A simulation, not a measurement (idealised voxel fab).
process module | voxel ribs on slabs
cross-section cut | 215 nm wide | cells 5 nm
A cross-section is a grid of square cells, given in bands from the top down. A band is one or more rows of cells.
Each band's line starts with the height of the band's top and of its bottom, in nm. Then come its materials from left to right, each with its width in nm. One material with "throughout" fills the band from edge to edge. "air" is empty space.
Height 0 is the level under which the wafer as received is all one material. The lowest band goes on downwards, as in "0 down".
A width such as "30 to 40" changes by the same amount from each row of cells to the next, from the band's top row to its bottom row.
"no change" after a step means that no cell of the cross-section changed.
closed voids: empty space of 8 cells or more with no open way to the top, each as width x height at its distance from the left edge, in nm
after a step's settings: what the simulator itself notes on the step
overlay nm, on a step with a mask: how far to the right of its planned place the mask lay; to the left if negative
plan
1 op RECEIVE | material Si
2 op DIRECTIONAL_DEP | material SiO2 | thk nm 25
3 op DIRECTIONAL_DEP | material SiN | thk nm 25
4 op MASKED_ETCH | tone cover | mask id RIB | width nm 30 | etch materials SiN | depth nm 15 | overlay nm 0
5 op DIRECTIONAL_DEP | material aC | thk nm 15
6 op PATTERN | tone cover | mask id SLAB | material resist | width nm 60 | thk nm 35 | overlay nm 0
7 op DIRECTIONAL_ETCH | etch materials aC | depth nm 15
8 op STRIP | etch materials resist
9 op DIRECTIONAL_ETCH | etch materials SiN | depth nm 10
10 op STRIP | etch materials aC
11 op FILL_DEP | material SiO2 | thk nm 25
12 op CMP | height nm 70
13 op DIRECTIONAL_DEP | material W | thk nm 10
14 op PATTERN | tone cover | mask id HEATER | material resist | width nm 40 | thk nm 20 | overlay nm 0
15 op DIRECTIONAL_ETCH | etch materials W | depth nm 10
16 op STRIP | etch materials resist
17 op CONFORMAL_DEP | material SiO2 | thk nm 5
as received, after step 1
  0 down: Si throughout
  closed voids: none
first wafer at the end, as planned
  85 to 80: air 80 | SiO2 50 | air 85
  80 to 75: air 80 | SiO2 5 | W 40 | SiO2 5 | air 85
  75 to 70: SiO2 85 | W 40 | SiO2 90
  70 to 50: SiO2 throughout
  50 to 35: SiO2 90 | SiN 30 | SiO2 95
  35 to 25: SiO2 75 | SiN 60 | SiO2 80
  25 to 0: SiO2 throughout
  0 down: Si throughout
  closed voids: none
second wafer at the end: like start, like plan, one mistake
  85 to 80: air 80 | SiO2 50 | air 85
  80 to 75: air 80 | SiO2 5 | W 40 | SiO2 5 | air 85
  75 to 70: SiO2 85 | W 40 | SiO2 90
  70 to 60: SiO2 90 | SiN 30 | SiO2 95
  60 to 50: SiO2 75 | SiN 60 | SiO2 80
  50 to 0: SiO2 throughout
  0 down: Si throughout
  closed voids: none
what went wrong: step 2 was run twice
at the end the second wafer has, in cells: 6 fewer of SiN | 6 more of SiO2
